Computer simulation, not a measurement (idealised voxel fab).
process module | voxel local oxidation
cross-section cut | 280 nm wide | cells 5 nm
A cross-section is a grid of square cells, given in bands from the top down. A band is one or more rows of cells.
Each band's line starts with the height of the band's top and of its bottom, in nm. Then come its materials from left to right, each with its width in nm. One material with "throughout" fills the band from edge to edge. "air" is empty space.
Height 0 is the level under which the wafer as received is all one material. The lowest band goes on downwards, as in "0 down".
A width such as "30 to 40" changes by the same amount from each row of cells to the next, from the band's top row to its bottom row.
"no change" after a step means that no cell of the cross-section changed.
closed voids: empty space of 8 cells or more with no open way to the top, each as width x height at its distance from the left edge, in nm
after a step's settings: what the simulator itself notes on the step
overlay nm, on a step with a mask: how far to the right of its planned place the mask lay; to the left if negative
plan
1 op RECEIVE | material Si
2 op CONFORMAL_DEP | material SiO2 | thk nm 5
3 op CONFORMAL_DEP | material SiN | thk nm 15
4 op PATTERN | tone cover | mask id ACTIVE | material resist | width nm 95 | thk nm 15 | overlay nm 0
5 op DIRECTIONAL_ETCH | etch materials SiN | depth nm 15
6 op STRIP | etch materials resist
7 op SELECTIVE_ETCH | etch materials SiO2 | depth nm 5
8 op OXIDIZE | depth nm 15
9 op STRIP | etch materials SiN
as received, after step 1
  0 down: Si throughout
  closed voids: none
first wafer at the end, as planned
  5 to 0: air 95 | SiO2 85 | air 100
  0 to -15: SiO2 110 | Si 55 | SiO2 115
  -15 down: Si throughout
  closed voids: none
second wafer at the end: like start, like plan, one mistake
  0 to -15: air 110 | Si 55 | air 115
  -15 down: Si throughout
  closed voids: none
what went wrong: step 9 ran as: op STRIP | etch materials SiO2
at the end the second wafer has, in cells: 152 fewer of SiO2
